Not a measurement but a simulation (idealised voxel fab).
Presented below is a process module, voxel released beams.
FYI the section here is cut, 215 nm wide, cells are 5 nm squares.
Cross-section layout: square cells on a grid; listed as bands, top to bottom; a band spans one or more cell rows.
Top height, bottom height, nm. Materials left to right, width each, nm. Single material + "full width" = fills band edge to edge. "blank" = empty.
Height is counted from the level 0, under which the received wafer is composed throughout of one material. The lowest of the bands is not closed at the bottom but continues downward, in the notation "0 down".
Read "30 to 40" as a graded width: first number on top, second number at the bottom, same change between each pair of neighbouring rows.
The cross-section has no changed cell in any step marked "same as before".
Each empty space that has no open way to the top and spans at least 8 cells appears under "Voids lacking openings" as width x height at distance, the distance counted from the left edge, all in nm.
The remark found on a step's line after its settings is issued by the simulator itself and pertains to that step.
A step line may carry the setting "overlay nm", which, for steps involving a mask, states the distance by which the mask lay to the right of its intended position; negative values denote displacement to the left.
Below is the list of planned process steps
| 1 | RECEIVE [material Si] |
| 2 | CONFORMAL_DEP [material Al2O3] [thk nm 5] |
| 3 | DIRECTIONAL_DEP [material SiO2] [thk nm 10] |
| 4 | PATTERN [tone open] [mask id ANCHOR] [material resist] [width nm 45] [thk nm 20] [overlay nm 0] |
| 5 | DIRECTIONAL_ETCH [etch materials SiO2] [depth nm 10] |
| 6 | STRIP [etch materials resist] |
| 7 | CONFORMAL_DEP [material W] [thk nm 15] |
| 8 | MASKED_ETCH [tone cover] [mask id BEAM] [width nm 130] [etch materials W] [depth nm 15] [overlay nm -15] |
| 9 | STRIP [etch materials SiO2] |
Variable across wafers: step 8 overlay nm (plan value is that of the first wafer; starting state common to all).
Step 1 complete: as-received cross-section of the first of several wafers
0 down: Si full width
Voids lacking openings: none
Once step 9, the last step, is complete, the module is at its end; this is the cross-section of the first of several wafers
30 to 20: 25 of blank  35 of W  15 of blank  80 of W  60 of blank
20 to 15: 25 of blank  130 of W  60 of blank
15 to 5: 45 of blank  45 of W  125 of blank
5 to 0: Al2O3 full width
0 down: Si full width
Voids lacking openings: none
last wafer at the end
30 to 20: 55 of blank  5 of W  15 of blank  110 of W  30 of blank
20 to 15: 55 of blank  130 of W  30 of blank
15 to 5: 45 of blank  45 of W  125 of blank
5 to 0: Al2O3 full width
0 down: Si full width
Voids lacking openings: none
Gained (+) or lost (-) cells of each material since receipt, then closed voids: one row per wafer, at the end of the module
overlay nm -15, +43 Al2O3, +90 W, Voids lacking openings: none
overlay nm -10, +43 Al2O3, +90 W, Voids lacking openings: none
overlay nm -5, +43 Al2O3, +90 W, Voids lacking openings: none
overlay nm 0, +43 Al2O3, +90 W, Voids lacking openings: none
overlay nm 5, +43 Al2O3, +90 W, Voids lacking openings: none
overlay nm 10, +43 Al2O3, +90 W, Voids lacking openings: none
overlay nm 15, +43 Al2O3, +90 W, Voids lacking openings: none
